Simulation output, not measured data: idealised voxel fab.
process module | voxel gate over fins
cross-section cut | 235 nm wide | cells 5 nm
A cross-section is a grid of square cells, given in bands from the top down. A band is one or more rows of cells.
Each band's line starts with the height of the band's top and of its bottom, in nm. Then come its materials from left to right, each with its width in nm. One material with "throughout" fills the band from edge to edge. "air" is empty space.
Height 0 is the level under which the wafer as received is all one material. The lowest band goes on downwards, as in "0 down".
A width such as "30 to 40" changes by the same amount from each row of cells to the next, from the band's top row to its bottom row.
"no change" after a step means that no cell of the cross-section changed.
closed voids: empty space of 8 cells or more with no open way to the top, each as width x height at its distance from the left edge, in nm
after a step's settings: what the simulator itself notes on the step
overlay nm, on a step with a mask: how far to the right of its planned place the mask lay; to the left if negative
plan
1 op RECEIVE | material Si
2 op CONFORMAL_DEP | material SiN | thk nm 5
3 op PATTERN | tone cover | mask id FINS | material resist | width nm 15 | pitch nm 35 | thk nm 15 | overlay nm 0
4 op DIRECTIONAL_ETCH | etch materials SiN | depth nm 5
5 op DIRECTIONAL_ETCH | etch materials Si | depth nm 35
6 op STRIP | etch materials resist
7 op FILL_DEP | material SiO2 | thk nm 15
8 op CMP | height nm 5
9 op SELECTIVE_ETCH | etch materials SiO2 | depth nm 5
10 op STRIP | etch materials SiN
11 op CONFORMAL_DEP | material HfO2 | thk nm 5
12 op CONFORMAL_DEP | material TiN | thk nm 5
13 op CONFORMAL_DEP | material TiAl | thk nm 5
14 op CONFORMAL_DEP | material TiN | thk nm 5
15 op FILL_DEP | material W | thk nm 15
16 op CMP | height nm 30
17 op CONFORMAL_DEP | material SiCN | thk nm 5
varied across the wafers: depth nm of step 9. The plan shows the first wafer's value. All wafers start alike
first wafer as received, after step 1
  0 down: Si throughout
  closed voids: none
first wafer at the end, after step 17
  35 to 30: SiCN throughout
  30 to 20: W throughout
  20 to 15: TiN throughout
  15 to 10: TiAl throughout
  10 to 5: TiN throughout
  5 to 0: HfO2 throughout
  0 to -35: SiO2 90 | Si 15 | SiO2 20 | Si 15 | SiO2 95
  -35 down: Si throughout
  closed voids: none
last wafer at the end
  35 to 30: SiCN throughout
  30 to 20: W throughout
  20 to 15: W 70 | TiN 90 | W 75
  15 to 10: W 70 | TiN 5 | TiAl 80 | TiN 5 | W 75
  10 to 5: W 70 | TiN 5 | TiAl 5 | TiN 70 | TiAl 5 | TiN 5 | W 75
  5 to 0: W 70 | TiN 5 | TiAl 5 | TiN 5 | HfO2 25 | TiN 10 | HfO2 25 | TiN 5 | TiAl 5 | TiN 5 | W 75
  0 to -5: W 70 | TiN 5 | TiAl 5 | TiN 5 | HfO2 5 | Si 15 | HfO2 5 | TiN 10 | HfO2 5 | Si 15 | HfO2 5 | TiN 5 | TiAl 5 | TiN 5 | W 75
  -5 to -10: TiN 75 | TiAl 5 | TiN 5 | HfO2 5 | Si 15 | HfO2 5 | TiN 10 | HfO2 5 | Si 15 | HfO2 5 | TiN 5 | TiAl 5 | TiN 80
  -10 to -15: TiAl 80 | TiN 5 | HfO2 5 | Si 15 | HfO2 5 | TiN 10 | HfO2 5 | Si 15 | HfO2 5 | TiN 5 | TiAl 85
  -15 to -20: TiN 85 | HfO2 5 | Si 15 | HfO2 5 | TiN 10 | HfO2 5 | Si 15 | HfO2 5 | TiN 90
  -20 to -25: HfO2 90 | Si 15 | HfO2 20 | Si 15 | HfO2 95
  -25 to -35: SiO2 90 | Si 15 | SiO2 20 | Si 15 | SiO2 95
  -35 down: Si throughout
  closed voids: none
each wafer at the end: cells of each material gained (+) or lost (-) since it was received, then its closed voids
depth nm 5 | +47 HfO2 | -287 Si | +47 SiCN | +287 SiO2 | +47 TiAl | +94 TiN | +94 W | closed voids: none
depth nm 10 | +51 HfO2 | -287 Si | +47 SiCN | +246 SiO2 | +49 TiAl | +100 TiN | +123 W | closed voids: none
depth nm 15 | +55 HfO2 | -287 Si | +47 SiCN | +205 SiO2 | +51 TiAl | +106 TiN | +152 W | closed voids: none
depth nm 20 | +59 HfO2 | -287 Si | +47 SiCN | +164 SiO2 | +53 TiAl | +112 TiN | +181 W | closed voids: none
depth nm 25 | +63 HfO2 | -287 Si | +47 SiCN | +123 SiO2 | +55 TiAl | +118 TiN | +210 W | closed voids: none
depth nm 30 | +67 HfO2 | -287 Si | +47 SiCN | +82 SiO2 | +57 TiAl | +124 TiN | +239 W | closed voids: none
